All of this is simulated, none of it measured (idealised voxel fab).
Process module in this document: voxel self aligned contacts
FYI the section here is cut, 275 nm wide, cells are 5 nm squares.
A cross-section is written here as square cells arranged in a grid, and it is given in bands from the top down, each band taking up one or more rows of cells. Quick guide to a band line: top height, bottom height (nm) up front; then every material left to right with its width in nm. Only one material and it's marked "throughout"? Then it fills the band edge to edge. And "air" just means empty space. Measure heights from 0. That's the level where, below it, the as-received wafer is all one material. The lowest band is bottomless and extends downward; write it as in "0 down". Note: "30->40" means the width goes from the first number (top row of the band) to the second number (bottom row) in equal steps per row of cells. It should be understood that the words "no change", when stated for a given step, signify that the cross-section underwent no change in any of its cells during that step. Closed-off voids of 8+ cells (no open route to the top) go in "Closed empty spaces", written width x height at distance from the left edge, in nm. Text after the settings on a step's line: the simulator's own remark on that step. overlay nm: how far to the right of its planned place the mask lay on this masked step (negative: to the left).
### Process steps (planned)
1. RECEIVE (material Si)
2. OXIDIZE (depth nm 5)
3. DIRECTIONAL_DEP (material polySi; thk nm 25)
4. DIRECTIONAL_DEP (material SiN; thk nm 25)
5. DIRECTIONAL_DEP (material aC; thk nm 15)
6. PATTERN (tone cover; mask id GATE; material resist; width nm 35; pitch nm 80; thk nm 30; overlay nm 0)
7. DIRECTIONAL_ETCH (etch materials aC; depth nm 15)
8. STRIP (etch materials resist)
9. DIRECTIONAL_ETCH (etch materials SiN; depth nm 25)
10. DIRECTIONAL_ETCH (etch materials polySi; depth nm 25)
11. STRIP (etch materials aC)
12. CONFORMAL_DEP (material SiN; thk nm 10)
13. DIRECTIONAL_ETCH (etch materials SiN; depth nm 10)
14. FILL_DEP (material SiO2; thk nm 20)
15. CMP (height nm 60)
16. DIRECTIONAL_DEP (material aC; thk nm 10)
17. PATTERN (tone open; mask id CONTACT; material resist; width nm 55; pitch nm 80; thk nm 25; overlay nm 0)
18. DIRECTIONAL_ETCH (etch materials aC; depth nm 10)
19. STRIP (etch materials resist)
20. DIRECTIONAL_ETCH (etch materials SiO2; depth nm 65)
21. STRIP (etch materials aC)
22. CONFORMAL_DEP (material TiN; thk nm 5)
23. FILL_DEP (material Ru; thk nm 10)
24. CMP (height nm 60)
25. CONFORMAL_DEP (material SiCN; thk nm 5)
### The first of the two wafers, which ran as planned
### Delivered wafer in cross-section: state after step 1
  0 down: Si throughout
  Closed empty spaces: none
### You're looking at a cross-section of the wafer after step 2
  0 to -5: SiO2 throughout
  Unchanged below -5.
### You're looking at a cross-section of the wafer after step 3
  25 to 0: polySi throughout
  Unchanged below 0.
### You're looking at a cross-section of the wafer after step 4
  50 to 25: SiN throughout
  Unchanged below 25.
### You're looking at a cross-section of the wafer after step 5
  65 to 50: aC throughout
  Unchanged below 50.
### You're looking at a cross-section of the wafer after step 6
  95 to 65: 40 nm air  35 nm resist  45 nm air  35 nm resist  45 nm air  35 nm resist  40 nm air
  Unchanged below 65.
### You're looking at a cross-section of the wafer after step 7
  80 to 65: 40 nm air  35 nm resist  45 nm air  35 nm resist  45 nm air  35 nm resist  40 nm air
  65 to 50: 40 nm air  35 nm aC  45 nm air  35 nm aC  45 nm air  35 nm aC  40 nm air
  Unchanged below 50.
### You're looking at a cross-section of the wafer after step 8
  65 to 50: 40 nm air  35 nm aC  45 nm air  35 nm aC  45 nm air  35 nm aC  40 nm air
  Unchanged below 50.
### You're looking at a cross-section of the wafer after step 9
  65 to 50: 40 nm air  35 nm aC  45 nm air  35 nm aC  45 nm air  35 nm aC  40 nm air
  50 to 25: 40 nm air  35 nm SiN  45 nm air  35 nm SiN  45 nm air  35 nm SiN  40 nm air
  Unchanged below 25.
### You're looking at a cross-section of the wafer after step 10
  65 to 50: 40 nm air  35 nm aC  45 nm air  35 nm aC  45 nm air  35 nm aC  40 nm air
  50 to 25: 40 nm air  35 nm SiN  45 nm air  35 nm SiN  45 nm air  35 nm SiN  40 nm air
  25 to 0: 40 nm air  35 nm polySi  45 nm air  35 nm polySi  45 nm air  35 nm polySi  40 nm air
  Unchanged below 0.
### You're looking at a cross-section of the wafer after step 11
  50 to 25: 40 nm air  35 nm SiN  45 nm air  35 nm SiN  45 nm air  35 nm SiN  40 nm air
  Unchanged below 25.
### You're looking at a cross-section of the wafer after step 12
  60 to 25: 30 nm air  55 nm SiN  25 nm air  55 nm SiN  25 nm air  55 nm SiN  30 nm air
  25 to 10: 30 nm air  10 nm SiN  35 nm polySi  10 nm SiN  25 nm air  10 nm SiN  35 nm polySi  10 nm SiN  25 nm air  10 nm SiN  35 nm polySi  10 nm SiN  30 nm air
  10 to 0: 40 nm SiN  35 nm polySi  45 nm SiN  35 nm polySi  45 nm SiN  35 nm polySi  40 nm SiN
  Unchanged below 0.
### You're looking at a cross-section of the wafer after step 13
  50 to 25: 30 nm air  55 nm SiN  25 nm air  55 nm SiN  25 nm air  55 nm SiN  30 nm air
  25 to 0: 30 nm air  10 nm SiN  35 nm polySi  10 nm SiN  25 nm air  10 nm SiN  35 nm polySi  10 nm SiN  25 nm air  10 nm SiN  35 nm polySi  10 nm SiN  30 nm air
  Unchanged below 0.
### You're looking at a cross-section of the wafer after step 14
  70 to 50: SiO2 throughout
  50 to 25: 30 nm SiO2  55 nm SiN  25 nm SiO2  55 nm SiN  25 nm SiO2  55 nm SiN  30 nm SiO2
  25 to 0: 30 nm SiO2  10 nm SiN  35 nm polySi  10 nm SiN  25 nm SiO2  10 nm SiN  35 nm polySi  10 nm SiN  25 nm SiO2  10 nm SiN  35 nm polySi  10 nm SiN  30 nm SiO2
  Unchanged below 0.
### You're looking at a cross-section of the wafer after step 15
  60 to 50: SiO2 throughout
  Unchanged below 50.
### You're looking at a cross-section of the wafer after step 16
  70 to 60: aC throughout
  Unchanged below 60.
### You're looking at a cross-section of the wafer after step 17
  95 to 70: 70 nm resist  55 nm air  25 nm resist  55 nm air  70 nm resist
  Unchanged below 70.
### You're looking at a cross-section of the wafer after step 18
  85 to 70: 70 nm resist  55 nm air  25 nm resist  55 nm air  70 nm resist
  70 to 60: 70 nm aC  55 nm air  25 nm aC  55 nm air  70 nm aC
  Unchanged below 60.
### You're looking at a cross-section of the wafer after step 19
  70 to 60: 70 nm aC  55 nm air  25 nm aC  55 nm air  70 nm aC
  Unchanged below 60.
### You're looking at a cross-section of the wafer after step 20
  70 to 60: 70 nm aC  55 nm air  25 nm aC  55 nm air  70 nm aC
  60 to 50: 70 nm SiO2  55 nm air  25 nm SiO2  55 nm air  70 nm SiO2
  50 to 25: 30 nm SiO2  55 nm SiN  25 nm air  55 nm SiN  25 nm air  55 nm SiN  30 nm SiO2
  25 to 0: 30 nm SiO2  10 nm SiN  35 nm polySi  10 nm SiN  25 nm air  10 nm SiN  35 nm polySi  10 nm SiN  25 nm air  10 nm SiN  35 nm polySi  10 nm SiN  30 nm SiO2
  0 to -5: 85 nm SiO2  25 nm air  55 nm SiO2  25 nm air  85 nm SiO2
  Unchanged below -5.
### You're looking at a cross-section of the wafer after step 21
  60 to 50: 70 nm SiO2  55 nm air  25 nm SiO2  55 nm air  70 nm SiO2
  Unchanged below 50.
### You're looking at a cross-section of the wafer after step 22
  65 to 60: 75 nm TiN  45 nm air  35 nm TiN  45 nm air  75 nm TiN
  60 to 50: 70 nm SiO2  5->20 nm TiN  45->15 nm air  5->20 nm TiN  25 nm SiO2  5->20 nm TiN  45->15 nm air  5->20 nm TiN  70 nm SiO2
  50 to 25: 30 nm SiO2  55 nm SiN  5 nm TiN  15 nm air  5 nm TiN  55 nm SiN  5 nm TiN  15 nm air  5 nm TiN  55 nm SiN  30 nm SiO2
  25 to 0: 30 nm SiO2  10 nm SiN  35 nm polySi  10 nm SiN  5 nm TiN  15 nm air  5 nm TiN  10 nm SiN  35 nm polySi  10 nm SiN  5 nm TiN  15 nm air  5 nm TiN  10 nm SiN  35 nm polySi  10 nm SiN  30 nm SiO2
  0 to -5: 85 nm SiO2  25 nm TiN  55 nm SiO2  25 nm TiN  85 nm SiO2
  Unchanged below -5.
### You're looking at a cross-section of the wafer after step 23
  75 to 65: Ru throughout
  65 to 60: 75 nm TiN  45 nm Ru  35 nm TiN  45 nm Ru  75 nm TiN
  60 to 50: 70 nm SiO2  5->20 nm TiN  45->15 nm Ru  5->20 nm TiN  25 nm SiO2  5->20 nm TiN  45->15 nm Ru  5->20 nm TiN  70 nm SiO2
  50 to 25: 30 nm SiO2  55 nm SiN  5 nm TiN  15 nm Ru  5 nm TiN  55 nm SiN  5 nm TiN  15 nm Ru  5 nm TiN  55 nm SiN  30 nm SiO2
  25 to 0: 30 nm SiO2  10 nm SiN  35 nm polySi  10 nm SiN  5 nm TiN  15 nm Ru  5 nm TiN  10 nm SiN  35 nm polySi  10 nm SiN  5 nm TiN  15 nm Ru  5 nm TiN  10 nm SiN  35 nm polySi  10 nm SiN  30 nm SiO2
  Unchanged below 0.
### You're looking at a cross-section of the wafer after step 24
  60 to 50: 70 nm SiO2  5->20 nm TiN  45->15 nm Ru  5->20 nm TiN  25 nm SiO2  5->20 nm TiN  45->15 nm Ru  5->20 nm TiN  70 nm SiO2
  Unchanged below 50.
### You're looking at a cross-section of the wafer after step 25
  65 to 60: SiCN throughout
  Unchanged below 60.
### Regarding the second of the two wafers: it shared the first wafer's starting condition and process plan, yet one error occurred during its execution. Its history coincides with that of the first wafer up to and including step 1
Second wafer profile in section, at the moment step 2 of the plan was meant to be complete: no change
### Second wafer profile in section, at the moment step 3 of the plan was meant to be complete
  25 to 0: polySi throughout
  Unchanged below 0.
### Second wafer profile in section, at the moment step 4 of the plan was meant to be complete
  50 to 25: SiN throughout
  Unchanged below 25.
### Second wafer profile in section, at the moment step 5 of the plan was meant to be complete
  65 to 50: aC throughout
  Unchanged below 50.
### Second wafer profile in section, at the moment step 6 of the plan was meant to be complete
  95 to 65: 40 nm air  35 nm resist  45 nm air  35 nm resist  45 nm air  35 nm resist  40 nm air
  Unchanged below 65.
### Second wafer profile in section, at the moment step 7 of the plan was meant to be complete
  80 to 65: 40 nm air  35 nm resist  45 nm air  35 nm resist  45 nm air  35 nm resist  40 nm air
  65 to 50: 40 nm air  35 nm aC  45 nm air  35 nm aC  45 nm air  35 nm aC  40 nm air
  Unchanged below 50.
### Second wafer profile in section, at the moment step 8 of the plan was meant to be complete
  65 to 50: 40 nm air  35 nm aC  45 nm air  35 nm aC  45 nm air  35 nm aC  40 nm air
  Unchanged below 50.
### Second wafer profile in section, at the moment step 9 of the plan was meant to be complete
  65 to 50: 40 nm air  35 nm aC  45 nm air  35 nm aC  45 nm air  35 nm aC  40 nm air
  50 to 25: 40 nm air  35 nm SiN  45 nm air  35 nm SiN  45 nm air  35 nm SiN  40 nm air
  Unchanged below 25.
### Second wafer profile in section, at the moment step 10 of the plan was meant to be complete
  65 to 50: 40 nm air  35 nm aC  45 nm air  35 nm aC  45 nm air  35 nm aC  40 nm air
  50 to 25: 40 nm air  35 nm SiN  45 nm air  35 nm SiN  45 nm air  35 nm SiN  40 nm air
  25 to 0: 40 nm air  35 nm polySi  45 nm air  35 nm polySi  45 nm air  35 nm polySi  40 nm air
  Unchanged below 0.
### Second wafer profile in section, at the moment step 11 of the plan was meant to be complete
  50 to 25: 40 nm air  35 nm SiN  45 nm air  35 nm SiN  45 nm air  35 nm SiN  40 nm air
  Unchanged below 25.
### Second wafer profile in section, at the moment step 12 of the plan was meant to be complete
  60 to 25: 30 nm air  55 nm SiN  25 nm air  55 nm SiN  25 nm air  55 nm SiN  30 nm air
  25 to 10: 30 nm air  10 nm SiN  35 nm polySi  10 nm SiN  25 nm air  10 nm SiN  35 nm polySi  10 nm SiN  25 nm air  10 nm SiN  35 nm polySi  10 nm SiN  30 nm air
  10 to 0: 40 nm SiN  35 nm polySi  45 nm SiN  35 nm polySi  45 nm SiN  35 nm polySi  40 nm SiN
  Unchanged below 0.
### Second wafer profile in section, at the moment step 13 of the plan was meant to be complete
  50 to 25: 30 nm air  55 nm SiN  25 nm air  55 nm SiN  25 nm air  55 nm SiN  30 nm air
  25 to 0: 30 nm air  10 nm SiN  35 nm polySi  10 nm SiN  25 nm air  10 nm SiN  35 nm polySi  10 nm SiN  25 nm air  10 nm SiN  35 nm polySi  10 nm SiN  30 nm air
  Unchanged below 0.
### Second wafer profile in section, at the moment step 14 of the plan was meant to be complete
  70 to 50: SiO2 throughout
  50 to 25: 30 nm SiO2  55 nm SiN  25 nm SiO2  55 nm SiN  25 nm SiO2  55 nm SiN  30 nm SiO2
  25 to 0: 30 nm SiO2  10 nm SiN  35 nm polySi  10 nm SiN  25 nm SiO2  10 nm SiN  35 nm polySi  10 nm SiN  25 nm SiO2  10 nm SiN  35 nm polySi  10 nm SiN  30 nm SiO2
  Unchanged below 0.
### Second wafer profile in section, at the moment step 15 of the plan was meant to be complete
  60 to 50: SiO2 throughout
  Unchanged below 50.
### Second wafer profile in section, at the moment step 16 of the plan was meant to be complete
  70 to 60: aC throughout
  Unchanged below 60.
### Second wafer profile in section, at the moment step 17 of the plan was meant to be complete
  95 to 70: 70 nm resist  55 nm air  25 nm resist  55 nm air  70 nm resist
  Unchanged below 70.
### Second wafer profile in section, at the moment step 18 of the plan was meant to be complete
  85 to 70: 70 nm resist  55 nm air  25 nm resist  55 nm air  70 nm resist
  70 to 60: 70 nm aC  55 nm air  25 nm aC  55 nm air  70 nm aC
  Unchanged below 60.
### Second wafer profile in section, at the moment step 19 of the plan was meant to be complete
  70 to 60: 70 nm aC  55 nm air  25 nm aC  55 nm air  70 nm aC
  Unchanged below 60.
### Second wafer profile in section, at the moment step 20 of the plan was meant to be complete
  70 to 60: 70 nm aC  55 nm air  25 nm aC  55 nm air  70 nm aC
  60 to 50: 70 nm SiO2  55 nm air  25 nm SiO2  55 nm air  70 nm SiO2
  50 to 25: 30 nm SiO2  55 nm SiN  25 nm air  55 nm SiN  25 nm air  55 nm SiN  30 nm SiO2
  25 to 0: 30 nm SiO2  10 nm SiN  35 nm polySi  10 nm SiN  25 nm air  10 nm SiN  35 nm polySi  10 nm SiN  25 nm air  10 nm SiN  35 nm polySi  10 nm SiN  30 nm SiO2
  Unchanged below 0.
### Second wafer profile in section, at the moment step 21 of the plan was meant to be complete
  60 to 50: 70 nm SiO2  55 nm air  25 nm SiO2  55 nm air  70 nm SiO2
  Unchanged below 50.
### Second wafer profile in section, at the moment step 22 of the plan was meant to be complete
  65 to 60: 75 nm TiN  45 nm air  35 nm TiN  45 nm air  75 nm TiN
  60 to 50: 70 nm SiO2  5->20 nm TiN  45->15 nm air  5->20 nm TiN  25 nm SiO2  5->20 nm TiN  45->15 nm air  5->20 nm TiN  70 nm SiO2
  50 to 25: 30 nm SiO2  55 nm SiN  5 nm TiN  15 nm air  5 nm TiN  55 nm SiN  5 nm TiN  15 nm air  5 nm TiN  55 nm SiN  30 nm SiO2
  25 to 5: 30 nm SiO2  10 nm SiN  35 nm polySi  10 nm SiN  5 nm TiN  15 nm air  5 nm TiN  10 nm SiN  35 nm polySi  10 nm SiN  5 nm TiN  15 nm air  5 nm TiN  10 nm SiN  35 nm polySi  10 nm SiN  30 nm SiO2
  5 to 0: 30 nm SiO2  10 nm SiN  35 nm polySi  10 nm SiN  25 nm TiN  10 nm SiN  35 nm polySi  10 nm SiN  25 nm TiN  10 nm SiN  35 nm polySi  10 nm SiN  30 nm SiO2
  Unchanged below 0.
### Second wafer profile in section, at the moment step 23 of the plan was meant to be complete
  75 to 65: Ru throughout
  65 to 60: 75 nm TiN  45 nm Ru  35 nm TiN  45 nm Ru  75 nm TiN
  60 to 50: 70 nm SiO2  5->20 nm TiN  45->15 nm Ru  5->20 nm TiN  25 nm SiO2  5->20 nm TiN  45->15 nm Ru  5->20 nm TiN  70 nm SiO2
  50 to 25: 30 nm SiO2  55 nm SiN  5 nm TiN  15 nm Ru  5 nm TiN  55 nm SiN  5 nm TiN  15 nm Ru  5 nm TiN  55 nm SiN  30 nm SiO2
  25 to 5: 30 nm SiO2  10 nm SiN  35 nm polySi  10 nm SiN  5 nm TiN  15 nm Ru  5 nm TiN  10 nm SiN  35 nm polySi  10 nm SiN  5 nm TiN  15 nm Ru  5 nm TiN  10 nm SiN  35 nm polySi  10 nm SiN  30 nm SiO2
  Unchanged below 5.
### Second wafer profile in section, at the moment step 24 of the plan was meant to be complete
  60 to 50: 70 nm SiO2  5->20 nm TiN  45->15 nm Ru  5->20 nm TiN  25 nm SiO2  5->20 nm TiN  45->15 nm Ru  5->20 nm TiN  70 nm SiO2
  Unchanged below 50.
### Second wafer profile in section, at the moment step 25 of the plan was meant to be complete
  65 to 60: SiCN throughout
  Unchanged below 60.
What was the processing mistake? heads up, step 2 of the plan was skipped and never actually ran
Final tally in cells, some materials are higher or lower on the second wafer than on the first: Ru: 6 fewer, Si: 55 more, SiO2: 45 fewer, TiN: 4 fewer
